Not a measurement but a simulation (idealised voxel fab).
A process module follows: voxel wiring stack.
Each square cell in cross-section cut measures 5 nm, and the section as a whole is 260 nm wide.
For the purposes of this document, a cross-section shall be understood as a grid of square cells, specified as bands listed in top-to-bottom order, each band consisting of one or more rows of cells. Band: top and bottom heights (nm) first, top before bottom; then materials from left to right, widths in nm. "full width" marks a sole material filling the band edge to edge. "blank" denotes empty space. Measure heights from 0. That's the level where, below it, the as-received wafer is all one material. The lowest band is bottomless and extends downward; write it as in "z 0 and below". Per-row width for "30..40": begins at first number (top row of band), ends at second number (bottom row), increment between rows held constant. Where a step carries "changes: none", the cross-section came out of it unchanged, cell for cell. For the entry "Listed closed voids", the listed items are empty spaces with no open way to the top whose size is 8 cells or more; each item follows the pattern width x height at distance, where distance is from the left edge and all three are in nm. Where a step's line continues beyond its settings, the continuation is a remark by the simulator itself on that step. overlay nm, on a step with a mask: how far to the right of its planned place the mask lay; to the left if negative.
# The planned process steps are enumerated hereunder
1) RECEIVE: material Si
2) CONFORMAL_DEP: material SiO2, thk nm 15
3) CONFORMAL_DEP: material SiCN, thk nm 5
4) DIRECTIONAL_DEP: material lowk, thk nm 25
5) PATTERN: tone open, mask id METAL_1, material resist, width nm 25, pitch nm 40, thk nm 15, overlay nm 0
6) DIRECTIONAL_ETCH: etch materials lowk, depth nm 25
7) DIRECTIONAL_ETCH: etch materials SiCN, depth nm 5
8) STRIP: etch materials resist
9) CONFORMAL_DEP: material TiN, thk nm 5
10) FILL_DEP: material Cu, thk nm 10
11) CMP: height nm 45
12) CONFORMAL_DEP: material SiCN, thk nm 5
13) DIRECTIONAL_DEP: material lowk, thk nm 35
14) PATTERN: tone open, mask id METAL_2_HOLES, material resist, width nm 15, pitch nm 40, thk nm 15, overlay nm 0
15) DIRECTIONAL_ETCH: etch materials lowk, depth nm 35
16) STRIP: etch materials resist
17) MASKED_ETCH: tone open, mask id METAL_2, width nm 25, pitch nm 40, etch materials lowk, depth nm 20, overlay nm 0
18) MASKED_ETCH: tone open, mask id METAL_2, width nm 25, pitch nm 40, etch materials SiCN, depth nm 5, overlay nm 0
19) CONFORMAL_DEP: material TiN, thk nm 5
20) FILL_DEP: material Ru, thk nm 5
21) CMP: height nm 85
22) CONFORMAL_DEP: material SiCN, thk nm 5
23) DIRECTIONAL_DEP: material lowk, thk nm 35
24) DIRECTIONAL_DEP: material aC, thk nm 10
25) PATTERN: tone open, mask id METAL_3, material resist, width nm 25, pitch nm 40, thk nm 30, overlay nm 0
26) DIRECTIONAL_ETCH: etch materials aC, depth nm 10
27) STRIP: etch materials resist
28) DIRECTIONAL_ETCH: etch materials lowk, depth nm 20
29) STRIP: etch materials aC
30) DIRECTIONAL_DEP: material aC, thk nm 10
31) PATTERN: tone open, mask id METAL_3_HOLES, material resist, width nm 15, pitch nm 80, thk nm 30, overlay nm 0
32) DIRECTIONAL_ETCH: etch materials aC, depth nm 10
33) STRIP: etch materials resist
34) DIRECTIONAL_ETCH: etch materials lowk, depth nm 15
35) DIRECTIONAL_ETCH: etch materials SiCN, depth nm 5
36) STRIP: etch materials aC
37) CONFORMAL_DEP: material TiN, thk nm 5
38) FILL_DEP: material Cu, thk nm 10
39) CMP: height nm 125
40) CONFORMAL_DEP: material SiCN, thk nm 5
41) DIRECTIONAL_DEP: material lowk, thk nm 35
42) PATTERN: tone open, mask id METAL_4_HOLES, material resist, width nm 15, pitch nm 40, thk nm 20, overlay nm 0
43) DIRECTIONAL_ETCH: etch materials lowk, depth nm 35
44) STRIP: etch materials resist
45) DIRECTIONAL_DEP: material aC, thk nm 10
46) PATTERN: tone open, mask id METAL_4, material resist, width nm 25, pitch nm 40, thk nm 30, overlay nm 0
47) DIRECTIONAL_ETCH: etch materials aC, depth nm 10
48) STRIP: etch materials resist
49) DIRECTIONAL_ETCH: etch materials lowk, depth nm 20
50) DIRECTIONAL_ETCH: etch materials SiCN, depth nm 5
51) STRIP: etch materials aC
52) CONFORMAL_DEP: material TiN, thk nm 5
53) FILL_DEP: material Cu, thk nm 10
54) CMP: height nm 165
55) CONFORMAL_DEP: material SiCN, thk nm 5
# The cross-section here shows the wafer as received, i.e. in its state after step 1
z 0 and below: Si full width
Listed closed voids: none
# End state of the module in cross-section, given the above starting point and plan and one mistake in execution
z 185 to 180: SiCN full width
z 180 to 170: Cu full width
z 170 to 165: TiN 80 nm, then Cu 15 nm, then TiN 25 nm, then Cu 15 nm, then TiN 25 nm, then Cu 15 nm, then TiN 85 nm
z 165 to 150: lowk 75 nm, then TiN 5 nm, then Cu 15 nm, then TiN 5 nm, then lowk 15 nm, then TiN 5 nm, then Cu 15 nm, then TiN 5 nm, then lowk 15 nm, then TiN 5 nm, then Cu 15 nm, then TiN 5 nm, then lowk 80 nm
z 150 to 145: lowk 75 nm, then TiN 5 nm, then Cu 5 nm, then TiN 15 nm, then lowk 15 nm, then TiN 5 nm, then Cu 5 nm, then TiN 15 nm, then lowk 15 nm, then TiN 5 nm, then Cu 5 nm, then TiN 15 nm, then lowk 80 nm
z 145 to 130: lowk 75 nm, then TiN 5 nm, then Cu 5 nm, then TiN 5 nm, then lowk 25 nm, then TiN 5 nm, then Cu 5 nm, then TiN 5 nm, then lowk 25 nm, then TiN 5 nm, then Cu 5 nm, then TiN 5 nm, then lowk 90 nm
z 130 to 125: SiCN 75 nm, then TiN 15 nm, then SiCN 25 nm, then TiN 15 nm, then SiCN 25 nm, then TiN 15 nm, then SiCN 90 nm
z 125 to 110: lowk 75 nm, then TiN 5 nm, then Cu 15 nm, then TiN 5 nm, then lowk 15 nm, then TiN 5 nm, then Cu 15 nm, then TiN 5 nm, then lowk 15 nm, then TiN 5 nm, then Cu 15 nm, then TiN 5 nm, then lowk 80 nm
z 110 to 105: lowk 75 nm, then TiN 5 nm, then Cu 5 nm, then TiN 15 nm, then lowk 15 nm, then TiN 25 nm, then lowk 15 nm, then TiN 5 nm, then Cu 5 nm, then TiN 15 nm, then lowk 80 nm
z 105 to 90: lowk 75 nm, then TiN 5 nm, then Cu 5 nm, then TiN 5 nm, then lowk 65 nm, then TiN 5 nm, then Cu 5 nm, then TiN 5 nm, then lowk 90 nm
z 90 to 85: SiCN 75 nm, then TiN 15 nm, then SiCN 65 nm, then TiN 15 nm, then SiCN 90 nm
z 85 to 70: lowk 75 nm, then TiN 5 nm, then Ru 15 nm, then TiN 5 nm, then lowk 15 nm, then TiN 5 nm, then Ru 15 nm, then TiN 5 nm, then lowk 15 nm, then TiN 5 nm, then Ru 15 nm, then TiN 5 nm, then lowk 80 nm
z 70 to 65: lowk 75 nm, then TiN 5 nm, then Ru 5 nm, then TiN 15 nm, then lowk 15 nm, then TiN 5 nm, then Ru 5 nm, then TiN 15 nm, then lowk 15 nm, then TiN 5 nm, then Ru 5 nm, then TiN 15 nm, then lowk 80 nm
z 65 to 50: lowk 75 nm, then TiN 5 nm, then Ru 5 nm, then TiN 5 nm, then lowk 25 nm, then TiN 5 nm, then Ru 5 nm, then TiN 5 nm, then lowk 25 nm, then TiN 5 nm, then Ru 5 nm, then TiN 5 nm, then lowk 90 nm
z 50 to 45: SiCN 75 nm, then TiN 15 nm, then SiCN 25 nm, then TiN 15 nm, then SiCN 25 nm, then TiN 15 nm, then SiCN 90 nm
z 45 to 20: lowk 75 nm, then TiN 5 nm, then Cu 15 nm, then TiN 5 nm, then lowk 15 nm, then TiN 5 nm, then Cu 15 nm, then TiN 5 nm, then lowk 15 nm, then TiN 5 nm, then Cu 15 nm, then TiN 5 nm, then lowk 80 nm
z 20 to 15: SiCN 75 nm, then TiN 25 nm, then SiCN 15 nm, then TiN 25 nm, then SiCN 15 nm, then TiN 25 nm, then SiCN 80 nm
z 15 to 0: SiO2 full width
z 0 and below: Si full width
Listed closed voids: none
The plan and the run diverged here: step 54 of the plan was jumped over and never run
